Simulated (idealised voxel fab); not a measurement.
Process module in this document: voxel quadruple lines
Section cut is 140 nm wide and gridded with 5 nm square cells.
Format of a cross-section: grid, square cells. Given as bands. Order: top down. Band: one or more rows of cells. Read a band's entry like this: the first values are the height of its top and the height of its bottom in nm, and what follows is the sequence of materials from left to right, each with its width in nm. Note that "air" is empty space, and that a single material marked "everywhere" reaches across the band from edge to edge. Height datum 0, below which the as-received substrate wafer is one material. Lowest band open at the bottom, running downward: "0 and below". Top row gets the first number, bottom row gets the second, and each row in between changes by the same step: that is how a band width like "30 to 40" works. You'll sometimes find "all unchanged" written for a step, and that's the way of saying that nowhere in the cross-section did a cell change during that step. Closed empty spaces (no open way to the top) of 8 cells or more are what "Sealed internal cavities" lists, each as width x height at distance from the left edge, nm for all three. The remark found on a step's line after its settings is issued by the simulator itself and pertains to that step. "overlay nm", when on a step's line for a step with a mask, measures how far to the right of its planned place the mask lay; a negative measure means to the left.
[Planned step list for the process]
1: RECEIVE | material Si
2: CONFORMAL_DEP | material SiO2 | thk nm 10
3: DIRECTIONAL_DEP | material Ru | thk nm 10
4: DIRECTIONAL_DEP | material polySi | thk nm 20
5: DIRECTIONAL_DEP | material aC | thk nm 20
6: PATTERN | tone cover | mask id MANDREL | material resist | width nm 35 | thk nm 25 | overlay nm 0
7: DIRECTIONAL_ETCH | etch materials aC | depth nm 20
8: STRIP | etch materials resist
9: CONFORMAL_DEP | material SiO2 | thk nm 15
10: DIRECTIONAL_ETCH | etch materials SiO2 | depth nm 15
11: STRIP | etch materials aC
12: DIRECTIONAL_ETCH | etch materials polySi | depth nm 20
13: STRIP | etch materials SiO2
14: CONFORMAL_DEP | material SiN | thk nm 10
15: DIRECTIONAL_ETCH | etch materials SiN | depth nm 10
16: STRIP | etch materials polySi
17: DIRECTIONAL_ETCH | etch materials Ru | depth nm 10
18: STRIP | etch materials SiN
[Incoming wafer in cross-section (state: after step 1)]
0 and below = Si everywhere
Sealed internal cavities: none
[What the wafer looks like in cross-section after this module, when it starts as shown above and follows the plan above but one mistake is made in running it]
50 down to 40 = air=25  SiO2=35  air=15  SiO2=35  air=30
40 down to 30 = air=25  SiO2=10  polySi=15  SiO2=10  air=15  SiO2=10  polySi=15  SiO2=10  air=30
30 down to 20 = SiO2=35  polySi=15  SiO2=35  polySi=15  SiO2=40
20 down to 10 = Ru everywhere
10 down to 0 = SiO2 everywhere
0 and below = Si everywhere
Sealed internal cavities: none
What was the processing mistake? note that step 14 departed from the planned setting and was carried out as CONFORMAL_DEP | material SiO2 | thk nm 10
